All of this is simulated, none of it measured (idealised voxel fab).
Process module, titled voxel self aligned vias
The width of the displayed cross-section, cut, is 180 nm; its cells are square, with a size of 5 nm.
Cross-section spec: square-cell grid; bands listed top down; each band is one or more rows. Heads up on the band format: heights come first, top then bottom, in nm. After that it's the materials left to right, each with its width in nm. A single material flagged "edge to edge" fills the whole band edge to edge, and "air" means there's empty space there. Heights are expressed relative to 0, this being the level below which the as-received wafer comprises one material exclusively. The lowest band is unbounded in the downward direction and is denoted as in "from 0 down". With a width like "30 to 40", each row of cells in the band differs from the next by the same amount, the top row carrying the first number and the bottom row the second. Take "everything unchanged" at face value: in the step it is given for, the cross-section changed in none of its cells. "Closed void list" means: voids of 8 cells or more that are shut off from the top with no open way through. Written width x height at distance, distance from the left edge, in nm. What comes after the settings on a step's line is commentary from the simulator itself on that step. "overlay nm" answers the question of how far to the right of plan the mask lay on a step that has a mask, and when it is negative the answer is to the left.

Process steps (planned)
1,RECEIVE (material Si)
2,CONFORMAL_DEP (material SiO2; thk nm 10)
3,CONFORMAL_DEP (material SiCN; thk nm 5)
4,DIRECTIONAL_DEP (material SiO2; thk nm 25)
5,PATTERN (tone open; mask id LINES; material resist; width nm 30; pitch nm 55; thk nm 20; overlay nm 0)
6,DIRECTIONAL_ETCH (etch materials SiO2; depth nm 25)
7,STRIP (etch materials resist)
8,CONFORMAL_DEP (material TiN; thk nm 5)
9,FILL_DEP (material W; thk nm 10)
10,CMP (height nm 40)
11,SELECTIVE_ETCH (etch materials W Ru TiN; depth nm 10)
12,FILL_DEP (material SiN; thk nm 5)
13,CMP (height nm 40)
14,DIRECTIONAL_DEP (material SiO2; thk nm 20)
15,PATTERN (tone open; mask id VIAS; material resist; width nm 40; pitch nm 55; thk nm 20; overlay nm 0)
16,DIRECTIONAL_ETCH (etch materials SiO2; depth nm 20)
17,DIRECTIONAL_ETCH (etch materials SiN; depth nm 10)
18,STRIP (etch materials resist)
19,CONFORMAL_DEP (material TiN; thk nm 5)
20,FILL_DEP (material Cu; thk nm 5)
21,CMP (height nm 60)
22,CONFORMAL_DEP (material SiN; thk nm 5)

Wafer, first of two, run as planned

Wafer as received: cross-section following step 1
from 0 down  Si edge to edge
Closed void list: none

Cross-section of the wafer subsequent to step 2
from 10 to 0  SiO2 edge to edge
Everything below 0 is unchanged.

Cross-section of the wafer subsequent to step 3
from 15 to 10  SiCN edge to edge
Everything below 10 is unchanged.

Cross-section of the wafer subsequent to step 4
from 40 to 15  SiO2 edge to edge
Everything below 15 is unchanged.

Cross-section of the wafer subsequent to step 5
from 60 to 40  resist: 45; air: 30; resist: 25; air: 30; resist: 50
Everything below 40 is unchanged.

Cross-section of the wafer subsequent to step 6
from 60 to 40  resist: 45; air: 30; resist: 25; air: 30; resist: 50
from 40 to 15  SiO2: 45; air: 30; SiO2: 25; air: 30; SiO2: 50
Everything below 15 is unchanged.

Cross-section of the wafer subsequent to step 7
from 40 to 15  SiO2: 45; air: 30; SiO2: 25; air: 30; SiO2: 50
Everything below 15 is unchanged.

Cross-section of the wafer subsequent to step 8
from 45 to 40  TiN: 50; air: 20; TiN: 35; air: 20; TiN: 55
from 40 to 20  SiO2: 45; TiN: 5; air: 20; TiN: 5; SiO2: 25; TiN: 5; air: 20; TiN: 5; SiO2: 50
from 20 to 15  SiO2: 45; TiN: 30; SiO2: 25; TiN: 30; SiO2: 50
Everything below 15 is unchanged.

Cross-section of the wafer subsequent to step 9
from 55 to 45  W edge to edge
from 45 to 40  TiN: 50; W: 20; TiN: 35; W: 20; TiN: 55
from 40 to 20  SiO2: 45; TiN: 5; W: 20; TiN: 5; SiO2: 25; TiN: 5; W: 20; TiN: 5; SiO2: 50
Everything below 20 is unchanged.

Cross-section of the wafer subsequent to step 10
from 40 to 20  SiO2: 45; TiN: 5; W: 20; TiN: 5; SiO2: 25; TiN: 5; W: 20; TiN: 5; SiO2: 50
Everything below 20 is unchanged.

Cross-section of the wafer subsequent to step 11
from 40 to 30  SiO2: 45; air: 30; SiO2: 25; air: 30; SiO2: 50
Everything below 30 is unchanged.

Cross-section of the wafer subsequent to step 12
from 45 to 40  SiN edge to edge
from 40 to 30  SiO2: 45; SiN: 30; SiO2: 25; SiN: 30; SiO2: 50
Everything below 30 is unchanged.

Cross-section of the wafer subsequent to step 13
from 40 to 30  SiO2: 45; SiN: 30; SiO2: 25; SiN: 30; SiO2: 50
Everything below 30 is unchanged.

Cross-section of the wafer subsequent to step 14
from 60 to 40  SiO2 edge to edge
Everything below 40 is unchanged.

Cross-section of the wafer subsequent to step 15
from 80 to 60  resist: 40; air: 40; resist: 15; air: 40; resist: 45
Everything below 60 is unchanged.

Cross-section of the wafer subsequent to step 16
from 80 to 60  resist: 40; air: 40; resist: 15; air: 40; resist: 45
from 60 to 40  SiO2: 40; air: 40; SiO2: 15; air: 40; SiO2: 45
Everything below 40 is unchanged.

Cross-section of the wafer subsequent to step 17
from 80 to 60  resist: 40; air: 40; resist: 15; air: 40; resist: 45
from 60 to 40  SiO2: 40; air: 40; SiO2: 15; air: 40; SiO2: 45
from 40 to 30  SiO2: 45; air: 30; SiO2: 25; air: 30; SiO2: 50
Everything below 30 is unchanged.

Cross-section of the wafer subsequent to step 18
from 60 to 40  SiO2: 40; air: 40; SiO2: 15; air: 40; SiO2: 45
Everything below 40 is unchanged.

Cross-section of the wafer subsequent to step 19
from 65 to 60  TiN: 45; air: 30; TiN: 25; air: 30; TiN: 50
from 60 to 45  SiO2: 40; TiN: 5; air: 30; TiN: 5; SiO2: 15; TiN: 5; air: 30; TiN: 5; SiO2: 45
from 45 to 35  SiO2: 40 to 45; TiN: 10 to 5; air: 20; TiN: 10 to 5; SiO2: 15 to 25; TiN: 10 to 5; air: 20; TiN: 10 to 5; SiO2: 45 to 50
from 35 to 30  SiO2: 45; TiN: 30; SiO2: 25; TiN: 30; SiO2: 50
Everything below 30 is unchanged.

Cross-section of the wafer subsequent to step 20
from 70 to 65  Cu edge to edge
from 65 to 60  TiN: 45; Cu: 30; TiN: 25; Cu: 30; TiN: 50
from 60 to 45  SiO2: 40; TiN: 5; Cu: 30; TiN: 5; SiO2: 15; TiN: 5; Cu: 30; TiN: 5; SiO2: 45
from 45 to 35  SiO2: 40 to 45; TiN: 10 to 5; Cu: 20; TiN: 10 to 5; SiO2: 15 to 25; TiN: 10 to 5; Cu: 20; TiN: 10 to 5; SiO2: 45 to 50
Everything below 35 is unchanged.

Cross-section of the wafer subsequent to step 21
from 60 to 45  SiO2: 40; TiN: 5; Cu: 30; TiN: 5; SiO2: 15; TiN: 5; Cu: 30; TiN: 5; SiO2: 45
Everything below 45 is unchanged.

Cross-section of the wafer subsequent to step 22
from 65 to 60  SiN edge to edge
Everything below 60 is unchanged.

Second wafer - shared start and plan with the first - one error in running - same as the first up to step 1 inclusive

What the second wafer looks like in cross-section when step 2 should have wrapped up
from 5 to 0  SiCN edge to edge
Everything below 0 is unchanged.

What the second wafer looks like in cross-section when step 3 should have wrapped up
from 15 to 5  SiO2 edge to edge
Everything below 5 is unchanged.

What the second wafer looks like in cross-section when step 4 should have wrapped up
from 40 to 5  SiO2 edge to edge
Everything below 5 is unchanged.

What the second wafer looks like in cross-section when step 5 should have wrapped up
from 60 to 40  resist: 45; air: 30; resist: 25; air: 30; resist: 50
Everything below 40 is unchanged.

What the second wafer looks like in cross-section when step 6 should have wrapped up
from 60 to 40  resist: 45; air: 30; resist: 25; air: 30; resist: 50
from 40 to 15  SiO2: 45; air: 30; SiO2: 25; air: 30; SiO2: 50
Everything below 15 is unchanged.

What the second wafer looks like in cross-section when step 7 should have wrapped up
from 40 to 15  SiO2: 45; air: 30; SiO2: 25; air: 30; SiO2: 50
Everything below 15 is unchanged.

What the second wafer looks like in cross-section when step 8 should have wrapped up
from 45 to 40  TiN: 50; air: 20; TiN: 35; air: 20; TiN: 55
from 40 to 20  SiO2: 45; TiN: 5; air: 20; TiN: 5; SiO2: 25; TiN: 5; air: 20; TiN: 5; SiO2: 50
from 20 to 15  SiO2: 45; TiN: 30; SiO2: 25; TiN: 30; SiO2: 50
Everything below 15 is unchanged.

What the second wafer looks like in cross-section when step 9 should have wrapped up
from 55 to 45  W edge to edge
from 45 to 40  TiN: 50; W: 20; TiN: 35; W: 20; TiN: 55
from 40 to 20  SiO2: 45; TiN: 5; W: 20; TiN: 5; SiO2: 25; TiN: 5; W: 20; TiN: 5; SiO2: 50
Everything below 20 is unchanged.

What the second wafer looks like in cross-section when step 10 should have wrapped up
from 40 to 20  SiO2: 45; TiN: 5; W: 20; TiN: 5; SiO2: 25; TiN: 5; W: 20; TiN: 5; SiO2: 50
Everything below 20 is unchanged.

What the second wafer looks like in cross-section when step 11 should have wrapped up
from 40 to 30  SiO2: 45; air: 30; SiO2: 25; air: 30; SiO2: 50
Everything below 30 is unchanged.

What the second wafer looks like in cross-section when step 12 should have wrapped up
from 45 to 40  SiN edge to edge
from 40 to 30  SiO2: 45; SiN: 30; SiO2: 25; SiN: 30; SiO2: 50
Everything below 30 is unchanged.

What the second wafer looks like in cross-section when step 13 should have wrapped up
from 40 to 30  SiO2: 45; SiN: 30; SiO2: 25; SiN: 30; SiO2: 50
Everything below 30 is unchanged.

What the second wafer looks like in cross-section when step 14 should have wrapped up
from 60 to 40  SiO2 edge to edge
Everything below 40 is unchanged.

What the second wafer looks like in cross-section when step 15 should have wrapped up
from 80 to 60  resist: 40; air: 40; resist: 15; air: 40; resist: 45
Everything below 60 is unchanged.

What the second wafer looks like in cross-section when step 16 should have wrapped up
from 80 to 60  resist: 40; air: 40; resist: 15; air: 40; resist: 45
from 60 to 40  SiO2: 40; air: 40; SiO2: 15; air: 40; SiO2: 45
Everything below 40 is unchanged.

What the second wafer looks like in cross-section when step 17 should have wrapped up
from 80 to 60  resist: 40; air: 40; resist: 15; air: 40; resist: 45
from 60 to 40  SiO2: 40; air: 40; SiO2: 15; air: 40; SiO2: 45
from 40 to 30  SiO2: 45; air: 30; SiO2: 25; air: 30; SiO2: 50
Everything below 30 is unchanged.

What the second wafer looks like in cross-section when step 18 should have wrapped up
from 60 to 40  SiO2: 40; air: 40; SiO2: 15; air: 40; SiO2: 45
Everything below 40 is unchanged.

What the second wafer looks like in cross-section when step 19 should have wrapped up
from 65 to 60  TiN: 45; air: 30; TiN: 25; air: 30; TiN: 50
from 60 to 45  SiO2: 40; TiN: 5; air: 30; TiN: 5; SiO2: 15; TiN: 5; air: 30; TiN: 5; SiO2: 45
from 45 to 35  SiO2: 40 to 45; TiN: 10 to 5; air: 20; TiN: 10 to 5; SiO2: 15 to 25; TiN: 10 to 5; air: 20; TiN: 10 to 5; SiO2: 45 to 50
from 35 to 30  SiO2: 45; TiN: 30; SiO2: 25; TiN: 30; SiO2: 50
Everything below 30 is unchanged.

What the second wafer looks like in cross-section when step 20 should have wrapped up
from 70 to 65  Cu edge to edge
from 65 to 60  TiN: 45; Cu: 30; TiN: 25; Cu: 30; TiN: 50
from 60 to 45  SiO2: 40; TiN: 5; Cu: 30; TiN: 5; SiO2: 15; TiN: 5; Cu: 30; TiN: 5; SiO2: 45
from 45 to 35  SiO2: 40 to 45; TiN: 10 to 5; Cu: 20; TiN: 10 to 5; SiO2: 15 to 25; TiN: 10 to 5; Cu: 20; TiN: 10 to 5; SiO2: 45 to 50
Everything below 35 is unchanged.

What the second wafer looks like in cross-section when step 21 should have wrapped up
from 60 to 45  SiO2: 40; TiN: 5; Cu: 30; TiN: 5; SiO2: 15; TiN: 5; Cu: 30; TiN: 5; SiO2: 45
Everything below 45 is unchanged.

What the second wafer looks like in cross-section when step 22 should have wrapped up
from 65 to 60  SiN edge to edge
Everything below 60 is unchanged.
In executing the process, a mistake was made relative to the plan: steps 2 and 3 of the plan were each performed in the slot designated for the other
If you tally the cells, the second wafer ends up with the same amount of every material as the first; it's all just sitting in different places.
